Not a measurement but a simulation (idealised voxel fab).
Title: Process Module voxel spacer lines
245 nm wide, 5 nm square cells: that's cross-section cut.
Cross-section format: a grid of square cells, given as bands from top to bottom; each band is one or more rows of cells.
Look at the band entry: it leads with the top's height and the bottom's height in nm. Then it lists the materials left to right, with a width in nm for each. The word "edge to edge" on a single material says that material fills the band edge to edge. The word "empty" is empty space.
Heads up on the height convention: 0 is the point under which the incoming wafer is all one material, and the lowest band has no bottom, it just keeps going down, like "0 nm and below".
When a width is written as two numbers, as in "30..40", the first number is the width in the top row of cells of the band and the second is the width in its bottom row, and the width changes by the same amount from each row to the next.
Step marked "nothing changed"? Then no cell in the cross-section changed in it.
"Closed internal voids": sealed empty spaces, 8 cells or more, no open way to top, listed width x height at distance, with distance from the left edge and width, height and distance in nm.
On a step's line, text after the settings is the simulator commenting on that step.
Among the settings permitted on a step's line is "overlay nm"; applied to a step with a mask, it specifies the extent to which the mask lay to the right of its planned position, whereas a negative figure signifies a position to the left.
BELOW IS THE LIST OF PLANNED PROCESS STEPS
| 1 | RECEIVE | material Si |
| 2 | CONFORMAL_DEP | material Al2O3 | thk nm 5 |
| 3 | DIRECTIONAL_DEP | material TiN | thk nm 10 |
| 4 | DIRECTIONAL_DEP | material aC | thk nm 25 |
| 5 | PATTERN | tone cover | mask id MANDREL | material resist | width nm 20 | pitch nm 60 | thk nm 30 | overlay nm 0 |
| 6 | DIRECTIONAL_ETCH | etch materials aC | depth nm 25 |
| 7 | STRIP | etch materials resist |
| 8 | CONFORMAL_DEP | material SiO2 | thk nm 10 |
| 9 | DIRECTIONAL_ETCH | etch materials SiO2 | depth nm 10 |
| 10 | STRIP | etch materials aC |
| 11 | DIRECTIONAL_ETCH | etch materials TiN | depth nm 10 |
| 12 | STRIP | etch materials SiO2 |
| 13 | FILL_DEP | material lowk | thk nm 5 |
| 14 | CMP | height nm 15 |
FIRST OF TWO WAFERS, PROCESSED ACCORDING TO PLAN
INCOMING WAFER, CROSS-SECTIONAL VIEW, POST STEP 1
- 0 nm and below = Si edge to edge
- Closed internal voids: none
AFTER STEP 2, IN CROSS-SECTION
- 5 nm to 0 nm = Al2O3 edge to edge
- Lower than 0, everything is as it was.
AFTER STEP 3, IN CROSS-SECTION
- 15 nm to 5 nm = TiN edge to edge
- Lower than 5, everything is as it was.
AFTER STEP 4, IN CROSS-SECTION
- 40 nm to 15 nm = aC edge to edge
- Lower than 15, everything is as it was.
AFTER STEP 5, IN CROSS-SECTION
- 70 nm to 40 nm = empty 80 nm, then resist 20 nm, then empty 40 nm, then resist 20 nm, then empty 85 nm
- Lower than 40, everything is as it was.
AFTER STEP 6, IN CROSS-SECTION
- 45 nm to 40 nm = empty 80 nm, then resist 20 nm, then empty 40 nm, then resist 20 nm, then empty 85 nm
- 40 nm to 15 nm = empty 80 nm, then aC 20 nm, then empty 40 nm, then aC 20 nm, then empty 85 nm
- Lower than 15, everything is as it was.
AFTER STEP 7, IN CROSS-SECTION
- 40 nm to 15 nm = empty 80 nm, then aC 20 nm, then empty 40 nm, then aC 20 nm, then empty 85 nm
- Lower than 15, everything is as it was.
AFTER STEP 8, IN CROSS-SECTION
- 50 nm to 40 nm = empty 70 nm, then SiO2 40 nm, then empty 20 nm, then SiO2 40 nm, then empty 75 nm
- 40 nm to 25 nm = empty 70 nm, then SiO2 10 nm, then aC 20 nm, then SiO2 10 nm, then empty 20 nm, then SiO2 10 nm, then aC 20 nm, then SiO2 10 nm, then empty 75 nm
- 25 nm to 15 nm = SiO2 80 nm, then aC 20 nm, then SiO2 40 nm, then aC 20 nm, then SiO2 85 nm
- Lower than 15, everything is as it was.
AFTER STEP 9, IN CROSS-SECTION
- 40 nm to 15 nm = empty 70 nm, then SiO2 10 nm, then aC 20 nm, then SiO2 10 nm, then empty 20 nm, then SiO2 10 nm, then aC 20 nm, then SiO2 10 nm, then empty 75 nm
- Lower than 15, everything is as it was.
AFTER STEP 10, IN CROSS-SECTION
- 40 nm to 15 nm = empty 70 nm, then SiO2 10 nm, then empty 20 nm, then SiO2 10 nm, then empty 20 nm, then SiO2 10 nm, then empty 20 nm, then SiO2 10 nm, then empty 75 nm
- Lower than 15, everything is as it was.
AFTER STEP 11, IN CROSS-SECTION
- 40 nm to 15 nm = empty 70 nm, then SiO2 10 nm, then empty 20 nm, then SiO2 10 nm, then empty 20 nm, then SiO2 10 nm, then empty 20 nm, then SiO2 10 nm, then empty 75 nm
- 15 nm to 5 nm = empty 70 nm, then TiN 10 nm, then empty 20 nm, then TiN 10 nm, then empty 20 nm, then TiN 10 nm, then empty 20 nm, then TiN 10 nm, then empty 75 nm
- Lower than 5, everything is as it was.
AFTER STEP 12, IN CROSS-SECTION
- 15 nm to 5 nm = empty 70 nm, then TiN 10 nm, then empty 20 nm, then TiN 10 nm, then empty 20 nm, then TiN 10 nm, then empty 20 nm, then TiN 10 nm, then empty 75 nm
- Lower than 5, everything is as it was.
AFTER STEP 13, IN CROSS-SECTION
- 20 nm to 15 nm = lowk edge to edge
- 15 nm to 5 nm = lowk 70 nm, then TiN 10 nm, then lowk 20 nm, then TiN 10 nm, then lowk 20 nm, then TiN 10 nm, then lowk 20 nm, then TiN 10 nm, then lowk 75 nm
- Lower than 5, everything is as it was.
AFTER STEP 14, IN CROSS-SECTION
- 15 nm to 5 nm = lowk 70 nm, then TiN 10 nm, then lowk 20 nm, then TiN 10 nm, then lowk 20 nm, then TiN 10 nm, then lowk 20 nm, then TiN 10 nm, then lowk 75 nm
- Lower than 5, everything is as it was.
SECOND OF TWO: SAME START, SAME PLAN, ONE RUN ERROR; STEPS UP TO AND INCLUDING 2 MATCH THE FIRST
CROSS-SECTION OF THE SECOND WAFER WHEN, ACCORDING TO PLAN, STEP 3 SHOULD HAVE FINISHED
- 30 nm to 5 nm = aC edge to edge
- Lower than 5, everything is as it was.
CROSS-SECTION OF THE SECOND WAFER WHEN, ACCORDING TO PLAN, STEP 4 SHOULD HAVE FINISHED
- 40 nm to 30 nm = TiN edge to edge
- Lower than 30, everything is as it was.
CROSS-SECTION OF THE SECOND WAFER WHEN, ACCORDING TO PLAN, STEP 5 SHOULD HAVE FINISHED
- 70 nm to 40 nm = empty 80 nm, then resist 20 nm, then empty 40 nm, then resist 20 nm, then empty 85 nm
- Lower than 40, everything is as it was.
CROSS-SECTION OF THE SECOND WAFER WHEN, ACCORDING TO PLAN, STEP 6 SHOULD HAVE FINISHED
- 45 nm to 40 nm = empty 80 nm, then resist 20 nm, then empty 40 nm, then resist 20 nm, then empty 85 nm
- Lower than 40, everything is as it was.
CROSS-SECTION OF THE SECOND WAFER WHEN, ACCORDING TO PLAN, STEP 7 SHOULD HAVE FINISHED
- 40 nm to 30 nm = TiN edge to edge
- Lower than 30, everything is as it was.
CROSS-SECTION OF THE SECOND WAFER WHEN, ACCORDING TO PLAN, STEP 8 SHOULD HAVE FINISHED
- 50 nm to 40 nm = SiO2 edge to edge
- Lower than 40, everything is as it was.
CROSS-SECTION OF THE SECOND WAFER WHEN, ACCORDING TO PLAN, STEP 9 SHOULD HAVE FINISHED
- 40 nm to 30 nm = TiN edge to edge
- Lower than 30, everything is as it was.
Cross-section of the second wafer when, according to plan, step 10 should have finished: nothing changed
CROSS-SECTION OF THE SECOND WAFER WHEN, ACCORDING TO PLAN, STEP 11 SHOULD HAVE FINISHED
- 30 nm to 5 nm = aC edge to edge
- Lower than 5, everything is as it was.
Cross-section of the second wafer when, according to plan, step 12 should have finished: nothing changed
CROSS-SECTION OF THE SECOND WAFER WHEN, ACCORDING TO PLAN, STEP 13 SHOULD HAVE FINISHED
- 35 nm to 30 nm = lowk edge to edge
- Lower than 30, everything is as it was.
CROSS-SECTION OF THE SECOND WAFER WHEN, ACCORDING TO PLAN, STEP 14 SHOULD HAVE FINISHED
- 15 nm to 5 nm = aC edge to edge
- Lower than 5, everything is as it was.
Misprocessing identified: steps 3 and 4 were swapped
Materials where the second wafer ends with more or fewer cells than the first: -16 TiN | +98 aC | -82 lowk
